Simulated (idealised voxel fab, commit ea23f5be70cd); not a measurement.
process module | voxel self aligned vias
cross-section cut | 200 nm wide | cells 5 nm
A cross-section is a grid of square cells, given in bands from the top down. A band is one or more rows of cells.
Each band's line starts with the height of the band's top and of its bottom, in nm. Then come its materials from left to right, each with its width in nm. One material with "throughout" fills the band from edge to edge. "air" is empty space.
Height 0 is the level under which the wafer as received is all one material. The lowest band goes on downwards, as in "0 down".
A width such as "30 to 40" changes by the same amount from each row of cells to the next, from the band's top row to its bottom row.
"no change" after a step means that no cell of the cross-section changed.
closed voids: empty space of 8 cells or more with no open way to the top, each as width x height at its distance from the left edge, in nm
after a step's settings: what the simulator itself notes on the step
overlay nm, on a step with a mask: how far to the right of its planned place the mask lay; to the left if negative
plan
1 op RECEIVE | material Si
2 op CONFORMAL_DEP | material SiO2 | thk nm 15
3 op CONFORMAL_DEP | material SiCN | thk nm 5
4 op DIRECTIONAL_DEP | material SiO2 | thk nm 20
5 op DIRECTIONAL_DEP | material aC | thk nm 10
6 op PATTERN | tone open | mask id LINES | material resist | width nm 20 | pitch nm 65 | thk nm 25 | overlay nm 0
7 op DIRECTIONAL_ETCH | etch materials aC | depth nm 10
8 op STRIP | etch materials resist
9 op DIRECTIONAL_ETCH | etch materials SiO2 | depth nm 20
10 op STRIP | etch materials aC
11 op CONFORMAL_DEP | material TiN | thk nm 5
12 op FILL_DEP | material Ru | thk nm 5
13 op CMP | height nm 40
14 op SELECTIVE_ETCH | etch materials W Ru TiN | depth nm 10
15 op FILL_DEP | material SiN | thk nm 5
16 op CMP | height nm 40
17 op DIRECTIONAL_DEP | material SiO2 | thk nm 20
18 op PATTERN | tone open | mask id VIAS | material resist | width nm 40 | pitch nm 65 | thk nm 20 | overlay nm 0
19 op DIRECTIONAL_ETCH | etch materials SiO2 | depth nm 20
20 op DIRECTIONAL_ETCH | etch materials SiN | depth nm 10
21 op STRIP | etch materials resist
22 op CONFORMAL_DEP | material TiN | thk nm 5
23 op FILL_DEP | material W | thk nm 10
24 op CMP | height nm 60
25 op CONFORMAL_DEP | material SiN | thk nm 5
first wafer, as planned
as received, after step 1
  0 down: Si throughout
  closed voids: none
after step 2
  15 to 0: SiO2 throughout
  below 0: unchanged
after step 3
  20 to 15: SiCN throughout
  below 15: unchanged
after step 4
  40 to 20: SiO2 throughout
  below 20: unchanged
after step 5
  50 to 40: aC throughout
  below 40: unchanged
after step 6
  75 to 50: resist 55 | air 20 | resist 45 | air 20 | resist 60
  below 50: unchanged
after step 7
  65 to 50: resist 55 | air 20 | resist 45 | air 20 | resist 60
  50 to 40: aC 55 | air 20 | aC 45 | air 20 | aC 60
  below 40: unchanged
after step 8
  50 to 40: aC 55 | air 20 | aC 45 | air 20 | aC 60
  below 40: unchanged
after step 9
  50 to 40: aC 55 | air 20 | aC 45 | air 20 | aC 60
  40 to 20: SiO2 55 | air 20 | SiO2 45 | air 20 | SiO2 60
  below 20: unchanged
after step 10
  40 to 20: SiO2 55 | air 20 | SiO2 45 | air 20 | SiO2 60
  below 20: unchanged
after step 11
  45 to 40: TiN 60 | air 10 | TiN 55 | air 10 | TiN 65
  40 to 25: SiO2 55 | TiN 5 | air 10 | TiN 5 | SiO2 45 | TiN 5 | air 10 | TiN 5 | SiO2 60
  25 to 20: SiO2 55 | TiN 20 | SiO2 45 | TiN 20 | SiO2 60
  below 20: unchanged
after step 12
  50 to 45: Ru throughout
  45 to 40: TiN 60 | Ru 10 | TiN 55 | Ru 10 | TiN 65
  40 to 25: SiO2 55 | TiN 5 | Ru 10 | TiN 5 | SiO2 45 | TiN 5 | Ru 10 | TiN 5 | SiO2 60
  below 25: unchanged
after step 13
  40 to 25: SiO2 55 | TiN 5 | Ru 10 | TiN 5 | SiO2 45 | TiN 5 | Ru 10 | TiN 5 | SiO2 60
  below 25: unchanged
after step 14
  40 to 30: SiO2 55 | air 20 | SiO2 45 | air 20 | SiO2 60
  below 30: unchanged
after step 15
  45 to 40: SiN throughout
  40 to 30: SiO2 55 | SiN 20 | SiO2 45 | SiN 20 | SiO2 60
  below 30: unchanged
after step 16
  40 to 30: SiO2 55 | SiN 20 | SiO2 45 | SiN 20 | SiO2 60
  below 30: unchanged
after step 17
  60 to 40: SiO2 throughout
  below 40: unchanged
after step 18
  80 to 60: resist 45 | air 40 | resist 25 | air 40 | resist 50
  below 60: unchanged
after step 19
  80 to 60: resist 45 | air 40 | resist 25 | air 40 | resist 50
  60 to 40: SiO2 45 | air 40 | SiO2 25 | air 40 | SiO2 50
  below 40: unchanged
after step 20
  80 to 60: resist 45 | air 40 | resist 25 | air 40 | resist 50
  60 to 40: SiO2 45 | air 40 | SiO2 25 | air 40 | SiO2 50
  40 to 30: SiO2 55 | air 20 | SiO2 45 | air 20 | SiO2 60
  below 30: unchanged
after step 21
  60 to 40: SiO2 45 | air 40 | SiO2 25 | air 40 | SiO2 50
  below 40: unchanged
after step 22
  65 to 60: TiN 50 | air 30 | TiN 35 | air 30 | TiN 55
  60 to 45: SiO2 45 | TiN 5 | air 30 | TiN 5 | SiO2 25 | TiN 5 | air 30 | TiN 5 | SiO2 50
  45 to 35: SiO2 45 to 55 | TiN 15 to 5 | air 10 | TiN 15 to 5 | SiO2 25 to 45 | TiN 15 to 5 | air 10 | TiN 15 to 5 | SiO2 50 to 60
  35 to 30: SiO2 55 | TiN 20 | SiO2 45 | TiN 20 | SiO2 60
  below 30: unchanged
after step 23
  75 to 65: W throughout
  65 to 60: TiN 50 | W 30 | TiN 35 | W 30 | TiN 55
  60 to 45: SiO2 45 | TiN 5 | W 30 | TiN 5 | SiO2 25 | TiN 5 | W 30 | TiN 5 | SiO2 50
  45 to 35: SiO2 45 to 55 | TiN 15 to 5 | W 10 | TiN 15 to 5 | SiO2 25 to 45 | TiN 15 to 5 | W 10 | TiN 15 to 5 | SiO2 50 to 60
  below 35: unchanged
after step 24
  60 to 45: SiO2 45 | TiN 5 | W 30 | TiN 5 | SiO2 25 | TiN 5 | W 30 | TiN 5 | SiO2 50
  below 45: unchanged
after step 25
  65 to 60: SiN throughout
  below 60: unchanged
second wafer: like start, like plan, one mistake. Through step 17 it matches the first wafer
when step 18 should have ended
  80 to 60: resist 50 | air 35 | resist 30 | air 35 | resist 50
  below 60: unchanged
when step 19 should have ended
  80 to 60: resist 50 | air 35 | resist 30 | air 35 | resist 50
  60 to 40: SiO2 50 | air 35 | SiO2 30 | air 35 | SiO2 50
  below 40: unchanged
when step 20 should have ended
  80 to 60: resist 50 | air 35 | resist 30 | air 35 | resist 50
  60 to 40: SiO2 50 | air 35 | SiO2 30 | air 35 | SiO2 50
  40 to 30: SiO2 55 | air 20 | SiO2 45 | air 20 | SiO2 60
  below 30: unchanged
when step 21 should have ended
  60 to 40: SiO2 50 | air 35 | SiO2 30 | air 35 | SiO2 50
  below 40: unchanged
when step 22 should have ended
  65 to 60: TiN 55 | air 25 | TiN 40 | air 25 | TiN 55
  60 to 45: SiO2 50 | TiN 5 | air 25 | TiN 5 | SiO2 30 | TiN 5 | air 25 | TiN 5 | SiO2 50
  45 to 35: SiO2 50 to 55 | TiN 10 to 5 | air 10 | TiN 15 to 5 | SiO2 30 to 45 | TiN 10 to 5 | air 10 | TiN 15 to 5 | SiO2 50 to 60
  35 to 30: SiO2 55 | TiN 20 | SiO2 45 | TiN 20 | SiO2 60
  below 30: unchanged
when step 23 should have ended
  75 to 65: W throughout
  65 to 60: TiN 55 | W 25 | TiN 40 | W 25 | TiN 55
  60 to 45: SiO2 50 | TiN 5 | W 25 | TiN 5 | SiO2 30 | TiN 5 | W 25 | TiN 5 | SiO2 50
  45 to 35: SiO2 50 to 55 | TiN 10 to 5 | W 10 | TiN 15 to 5 | SiO2 30 to 45 | TiN 10 to 5 | W 10 | TiN 15 to 5 | SiO2 50 to 60
  below 35: unchanged
when step 24 should have ended
  60 to 45: SiO2 50 | TiN 5 | W 25 | TiN 5 | SiO2 30 | TiN 5 | W 25 | TiN 5 | SiO2 50
  below 45: unchanged
when step 25 should have ended
  65 to 60: SiN throughout
  below 60: unchanged
what went wrong: step 18 ran as: op PATTERN | tone open | mask id VIAS | material resist | width nm 35 | pitch nm 65 | thk nm 20 | overlay nm 0
at the end the second wafer has, in cells: 8 more of SiO2 | 2 fewer of TiN | 6 fewer of W
